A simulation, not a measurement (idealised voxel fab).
This section sets out a process module, namely voxel self aligned vias.
This is section cut - it's 300 nm across, gridded in 5 nm square cells.
We lay out every cross-section as a grid of square cells and spell it out in bands from the top down, where one band means one or more rows of cells.
This entry defines a band. It first specifies the height of the band's top and the height of its bottom in nm, and then specifies the band's materials from left to right, stating each material with its width in nm. The word "all across" identifies a single material that fills the band from edge to edge, while the word "air" identifies empty space.
Height reference: 0 = level under which incoming wafer is all one material. Lowest band: no bottom, runs on downward, e.g. "0 -> down".
A width such as "30->40" changes by the same amount from each row of cells to the next, from the band's top row to its bottom row.
It should be understood that the words "same as before", when stated for a given step, signify that the cross-section underwent no change in any of its cells during that step.
"Listed closed voids" specifies each empty space that is not open to the top and that occupies no fewer than 8 cells, using the form width x height at distance, the distance measured from the left edge and all three quantities in nm.
Where a step's line continues beyond its settings, the continuation is a remark by the simulator itself on that step.
Steps that use a mask can have "overlay nm" on their line. It says how far the mask sat to the right of where it was meant to be. Negative means to the left.

### Process steps (planned)
1,RECEIVE | material Si
2,CONFORMAL_DEP | material SiO2 | thk nm 15
3,CONFORMAL_DEP | material SiCN | thk nm 5
4,DIRECTIONAL_DEP | material lowk | thk nm 30
5,MASKED_ETCH | tone open | mask id LINES | width nm 20 | pitch nm 60 | etch materials lowk | depth nm 30 | overlay nm 0
6,CONFORMAL_DEP | material TiN | thk nm 5
7,FILL_DEP | material Ru | thk nm 10
8,CMP | height nm 50
9,SELECTIVE_ETCH | etch materials W Ru TiN | depth nm 5
10,FILL_DEP | material SiN | thk nm 10
11,CMP | height nm 50
12,DIRECTIONAL_DEP | material lowk | thk nm 20
13,MASKED_ETCH | tone open | mask id VIAS | width nm 30 | pitch nm 60 | etch materials lowk | depth nm 20 | overlay nm 0
14,MASKED_ETCH | tone open | mask id VIAS | width nm 30 | pitch nm 60 | etch materials SiN | depth nm 5 | overlay nm 0
15,CONFORMAL_DEP | material TiN | thk nm 5
16,FILL_DEP | material Cu | thk nm 10
17,CMP | height nm 70
18,CONFORMAL_DEP | material SiN | thk nm 5

### The following pertains to the first of two wafers, which was processed as planned

### Cross-section of the wafer at receipt, which is the condition after step 1
* 0 -> down: Si all across
* Listed closed voids: none

### Wafer xsec, post step 2
* 15 -> 0: SiO2 all across
* Below a height of 0, the structure has not been altered.

### Wafer xsec, post step 3
* 20 -> 15: SiCN all across
* Below a height of 15, the structure has not been altered.

### Wafer xsec, post step 4
* 50 -> 20: lowk all across
* Below a height of 20, the structure has not been altered.

### Wafer xsec, post step 5
* 50 -> 20: 80 nm lowk | 20 nm air | 40 nm lowk | 20 nm air | 40 nm lowk | 20 nm air | 80 nm lowk
* Below a height of 20, the structure has not been altered.

### Wafer xsec, post step 6
* 55 -> 50: 85 nm TiN | 10 nm air | 50 nm TiN | 10 nm air | 50 nm TiN | 10 nm air | 85 nm TiN
* 50 -> 25: 80 nm lowk | 5 nm TiN | 10 nm air | 5 nm TiN | 40 nm lowk | 5 nm TiN | 10 nm air | 5 nm TiN | 40 nm lowk | 5 nm TiN | 10 nm air | 5 nm TiN | 80 nm lowk
* 25 -> 20: 80 nm lowk | 20 nm TiN | 40 nm lowk | 20 nm TiN | 40 nm lowk | 20 nm TiN | 80 nm lowk
* Below a height of 20, the structure has not been altered.

### Wafer xsec, post step 7
* 65 -> 55: Ru all across
* 55 -> 50: 85 nm TiN | 10 nm Ru | 50 nm TiN | 10 nm Ru | 50 nm TiN | 10 nm Ru | 85 nm TiN
* 50 -> 25: 80 nm lowk | 5 nm TiN | 10 nm Ru | 5 nm TiN | 40 nm lowk | 5 nm TiN | 10 nm Ru | 5 nm TiN | 40 nm lowk | 5 nm TiN | 10 nm Ru | 5 nm TiN | 80 nm lowk
* Below a height of 25, the structure has not been altered.

### Wafer xsec, post step 8
* 50 -> 25: 80 nm lowk | 5 nm TiN | 10 nm Ru | 5 nm TiN | 40 nm lowk | 5 nm TiN | 10 nm Ru | 5 nm TiN | 40 nm lowk | 5 nm TiN | 10 nm Ru | 5 nm TiN | 80 nm lowk
* Below a height of 25, the structure has not been altered.

### Wafer xsec, post step 9
* 50 -> 45: 80 nm lowk | 20 nm air | 40 nm lowk | 20 nm air | 40 nm lowk | 20 nm air | 80 nm lowk
* Below a height of 45, the structure has not been altered.

### Wafer xsec, post step 10
* 60 -> 50: SiN all across
* 50 -> 45: 80 nm lowk | 20 nm SiN | 40 nm lowk | 20 nm SiN | 40 nm lowk | 20 nm SiN | 80 nm lowk
* Below a height of 45, the structure has not been altered.

### Wafer xsec, post step 11
* 50 -> 45: 80 nm lowk | 20 nm SiN | 40 nm lowk | 20 nm SiN | 40 nm lowk | 20 nm SiN | 80 nm lowk
* Below a height of 45, the structure has not been altered.

### Wafer xsec, post step 12
* 70 -> 50: lowk all across
* Below a height of 50, the structure has not been altered.

### Wafer xsec, post step 13
* 70 -> 50: 75 nm lowk | 30 nm air | 30 nm lowk | 30 nm air | 30 nm lowk | 30 nm air | 75 nm lowk
* Below a height of 50, the structure has not been altered.

### Wafer xsec, post step 14
* 70 -> 50: 75 nm lowk | 30 nm air | 30 nm lowk | 30 nm air | 30 nm lowk | 30 nm air | 75 nm lowk
* 50 -> 45: 80 nm lowk | 20 nm air | 40 nm lowk | 20 nm air | 40 nm lowk | 20 nm air | 80 nm lowk
* Below a height of 45, the structure has not been altered.

### Wafer xsec, post step 15
* 75 -> 70: 80 nm TiN | 20 nm air | 40 nm TiN | 20 nm air | 40 nm TiN | 20 nm air | 80 nm TiN
* 70 -> 55: 75 nm lowk | 5 nm TiN | 20 nm air | 5 nm TiN | 30 nm lowk | 5 nm TiN | 20 nm air | 5 nm TiN | 30 nm lowk | 5 nm TiN | 20 nm air | 5 nm TiN | 75 nm lowk
* 55 -> 50: 75 nm lowk | 10 nm TiN | 10 nm air | 10 nm TiN | 30 nm lowk | 10 nm TiN | 10 nm air | 10 nm TiN | 30 nm lowk | 10 nm TiN | 10 nm air | 10 nm TiN | 75 nm lowk
* 50 -> 45: 80 nm lowk | 20 nm TiN | 40 nm lowk | 20 nm TiN | 40 nm lowk | 20 nm TiN | 80 nm lowk
* Below a height of 45, the structure has not been altered.

### Wafer xsec, post step 16
* 85 -> 75: Cu all across
* 75 -> 70: 80 nm TiN | 20 nm Cu | 40 nm TiN | 20 nm Cu | 40 nm TiN | 20 nm Cu | 80 nm TiN
* 70 -> 55: 75 nm lowk | 5 nm TiN | 20 nm Cu | 5 nm TiN | 30 nm lowk | 5 nm TiN | 20 nm Cu | 5 nm TiN | 30 nm lowk | 5 nm TiN | 20 nm Cu | 5 nm TiN | 75 nm lowk
* 55 -> 50: 75 nm lowk | 10 nm TiN | 10 nm Cu | 10 nm TiN | 30 nm lowk | 10 nm TiN | 10 nm Cu | 10 nm TiN | 30 nm lowk | 10 nm TiN | 10 nm Cu | 10 nm TiN | 75 nm lowk
* Below a height of 50, the structure has not been altered.

### Wafer xsec, post step 17
* 70 -> 55: 75 nm lowk | 5 nm TiN | 20 nm Cu | 5 nm TiN | 30 nm lowk | 5 nm TiN | 20 nm Cu | 5 nm TiN | 30 nm lowk | 5 nm TiN | 20 nm Cu | 5 nm TiN | 75 nm lowk
* Below a height of 55, the structure has not been altered.

### Wafer xsec, post step 18
* 75 -> 70: SiN all across
* Below a height of 70, the structure has not been altered.

### The second wafer: identical to the first at the outset and in its planned sequence, differing only in that one mistake was made during processing; up to and including step 7, its path is the first wafer's path

### Second wafer profile in section, at the moment step 8 of the plan was meant to be complete
* 40 -> 25: 80 nm lowk | 5 nm TiN | 10 nm Ru | 5 nm TiN | 40 nm lowk | 5 nm TiN | 10 nm Ru | 5 nm TiN | 40 nm lowk | 5 nm TiN | 10 nm Ru | 5 nm TiN | 80 nm lowk
* Below a height of 25, the structure has not been altered.

### Second wafer profile in section, at the moment step 9 of the plan was meant to be complete
* 40 -> 35: 80 nm lowk | 20 nm air | 40 nm lowk | 20 nm air | 40 nm lowk | 20 nm air | 80 nm lowk
* Below a height of 35, the structure has not been altered.

### Second wafer profile in section, at the moment step 10 of the plan was meant to be complete
* 50 -> 40: SiN all across
* 40 -> 35: 80 nm lowk | 20 nm SiN | 40 nm lowk | 20 nm SiN | 40 nm lowk | 20 nm SiN | 80 nm lowk
* Below a height of 35, the structure has not been altered.

Second wafer profile in section, at the moment step 11 of the plan was meant to be complete: same as before

### Second wafer profile in section, at the moment step 12 of the plan was meant to be complete
* 70 -> 50: lowk all across
* Below a height of 50, the structure has not been altered.

### Second wafer profile in section, at the moment step 13 of the plan was meant to be complete
* 70 -> 50: 75 nm lowk | 30 nm air | 30 nm lowk | 30 nm air | 30 nm lowk | 30 nm air | 75 nm lowk
* Below a height of 50, the structure has not been altered.

### Second wafer profile in section, at the moment step 14 of the plan was meant to be complete
* 70 -> 50: 75 nm lowk | 30 nm air | 30 nm lowk | 30 nm air | 30 nm lowk | 30 nm air | 75 nm lowk
* 50 -> 45: 75 nm SiN | 30 nm air | 30 nm SiN | 30 nm air | 30 nm SiN | 30 nm air | 75 nm SiN
* Below a height of 45, the structure has not been altered.

### Second wafer profile in section, at the moment step 15 of the plan was meant to be complete
* 75 -> 70: 80 nm TiN | 20 nm air | 40 nm TiN | 20 nm air | 40 nm TiN | 20 nm air | 80 nm TiN
* 70 -> 50: 75 nm lowk | 5 nm TiN | 20 nm air | 5 nm TiN | 30 nm lowk | 5 nm TiN | 20 nm air | 5 nm TiN | 30 nm lowk | 5 nm TiN | 20 nm air | 5 nm TiN | 75 nm lowk
* 50 -> 45: 75 nm SiN | 30 nm TiN | 30 nm SiN | 30 nm TiN | 30 nm SiN | 30 nm TiN | 75 nm SiN
* Below a height of 45, the structure has not been altered.

### Second wafer profile in section, at the moment step 16 of the plan was meant to be complete
* 85 -> 75: Cu all across
* 75 -> 70: 80 nm TiN | 20 nm Cu | 40 nm TiN | 20 nm Cu | 40 nm TiN | 20 nm Cu | 80 nm TiN
* 70 -> 50: 75 nm lowk | 5 nm TiN | 20 nm Cu | 5 nm TiN | 30 nm lowk | 5 nm TiN | 20 nm Cu | 5 nm TiN | 30 nm lowk | 5 nm TiN | 20 nm Cu | 5 nm TiN | 75 nm lowk
* Below a height of 50, the structure has not been altered.

### Second wafer profile in section, at the moment step 17 of the plan was meant to be complete
* 70 -> 50: 75 nm lowk | 5 nm TiN | 20 nm Cu | 5 nm TiN | 30 nm lowk | 5 nm TiN | 20 nm Cu | 5 nm TiN | 30 nm lowk | 5 nm TiN | 20 nm Cu | 5 nm TiN | 75 nm lowk
* Below a height of 50, the structure has not been altered.

### Second wafer profile in section, at the moment step 18 of the plan was meant to be complete
* 75 -> 70: SiN all across
* Below a height of 70, the structure has not been altered.
What broke from the plan during processing? for step 8, the planned setting was not used; the step was instead run as CMP | height nm 40
Cell-count delta at end, second wafer over first, by material: +6 Cu | -12 Ru | +114 SiN | -12 TiN | -96 lowk
